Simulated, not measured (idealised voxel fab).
Documented hereafter: the process module known as voxel self aligned contacts.
Square cell edge 5 nm, section width 220 nm, ID cut.
Think of the cross-section as a grid of square cells. We describe it in bands, top to bottom, and each band covers one or more rows of those cells.
Per band: top height and bottom height in nm, followed by the left-to-right materials and their widths in nm; "throughout" marks a single material spanning edge to edge, "empty" marks empty space.
All heights in this document are referenced to 0, defined as the level beneath which the wafer, as received, consists entirely of one material. The lowest band is not bounded below; it extends indefinitely downward and is written in the form "0..down".
The two numbers in a width such as "30 to 40" mark its ends across the band: the first belongs to the top row of cells, the second to the bottom row, and from each row to the next the width moves by the same amount.
Any step labelled "nothing changed" changed none of the cells in the cross-section.
"Cavities, sealed" lists enclosed empty spaces (at least 8 cells, no open path upward to the top), each as width x height at distance from the left edge, in nm.
It should be noted that, on the line of a given step, the content following the step's settings is a remark produced by the simulator itself with respect to that step.
You can add "overlay nm" to a step's line. For a step with a mask, it describes how far the mask lay to the right of its planned position, and a negative number describes a lay to the left.
### Listed below are the process steps as planned
| 1 | RECEIVE [material Si] |
| 2 | OXIDIZE [depth nm 5] |
| 3 | DIRECTIONAL_DEP [material polySi] [thk nm 30] |
| 4 | DIRECTIONAL_DEP [material SiN] [thk nm 20] |
| 5 | PATTERN [tone cover] [mask id GATE] [material resist] [width nm 35] [pitch nm 65] [thk nm 15] [overlay nm 0] |
| 6 | DIRECTIONAL_ETCH [etch materials SiN] [depth nm 20] |
| 7 | DIRECTIONAL_ETCH [etch materials polySi] [depth nm 30] |
| 8 | STRIP [etch materials resist] |
| 9 | CONFORMAL_DEP [material SiN] [thk nm 5] |
| 10 | DIRECTIONAL_ETCH [etch materials SiN] [depth nm 5] |
| 11 | FILL_DEP [material SiO2] [thk nm 15] |
| 12 | CMP [height nm 55] |
| 13 | PATTERN [tone open] [mask id CONTACT] [material resist] [width nm 40] [pitch nm 65] [thk nm 15] [overlay nm 0] |
| 14 | DIRECTIONAL_ETCH [etch materials SiO2] [depth nm 60] |
| 15 | STRIP [etch materials resist] |
| 16 | CONFORMAL_DEP [material TiN] [thk nm 5] |
| 17 | FILL_DEP [material Ru] [thk nm 10] |
| 18 | CMP [height nm 55] |
| 19 | CONFORMAL_DEP [material SiN] [thk nm 5] |
The wafers in this document start out alike and differ in the width nm applied at step 13; the plan shows the value used for the first wafer.
### The first of several wafers as received, shown in cross-section; this is its state after step 1
> 0..down | Si throughout
> Cavities, sealed: none
### Once step 19, the last step, is complete, the module is at its end; this is the cross-section of the first of several wafers
> 60..55 | SiN throughout
> 55..50 | SiO2 55, TiN 15, Ru 10, TiN 15, SiO2 25, TiN 15, Ru 10, TiN 15, SiO2 60
> 50..30 | SiO2 20, SiN 45, TiN 5, Ru 10, TiN 5, SiN 45, TiN 5, Ru 10, TiN 5, SiN 45, SiO2 25
> 30..0 | SiO2 20, SiN 5, polySi 35, SiN 5, TiN 5, Ru 10, TiN 5, SiN 5, polySi 35, SiN 5, TiN 5, Ru 10, TiN 5, SiN 5, polySi 35, SiN 5, SiO2 25
> 0..-5 | SiO2 65, TiN 20, SiO2 45, TiN 20, SiO2 70
> -5..down | Si throughout
> Cavities, sealed: none
### last wafer at the end
> 60..55 | SiN throughout
> 55..50 | SiO2 50, TiN 20, Ru 10, TiN 20, SiO2 15, TiN 20, Ru 10, TiN 20, SiO2 55
> 50..30 | SiO2 20, SiN 45, TiN 5, Ru 10, TiN 5, SiN 45, TiN 5, Ru 10, TiN 5, SiN 45, SiO2 25
> 30..0 | SiO2 20, SiN 5, polySi 35, SiN 5, TiN 5, Ru 10, TiN 5, SiN 5, polySi 35, SiN 5, TiN 5, Ru 10, TiN 5, SiN 5, polySi 35, SiN 5, SiO2 25
> 0..-5 | SiO2 65, TiN 20, SiO2 45, TiN 20, SiO2 70
> -5..down | Si throughout
> Cavities, sealed: none
### Gained (+) or lost (-) cells of each material since receipt, then closed voids: one row per wafer, at the end of the module
width nm 40, +44 Ru, -44 Si, +188 SiN, +154 SiO2, +60 TiN, +126 polySi, Cavities, sealed: none
width nm 45, +44 Ru, -44 Si, +188 SiN, +152 SiO2, +62 TiN, +126 polySi, Cavities, sealed: none
width nm 50, +44 Ru, -44 Si, +188 SiN, +150 SiO2, +64 TiN, +126 polySi, Cavities, sealed: none
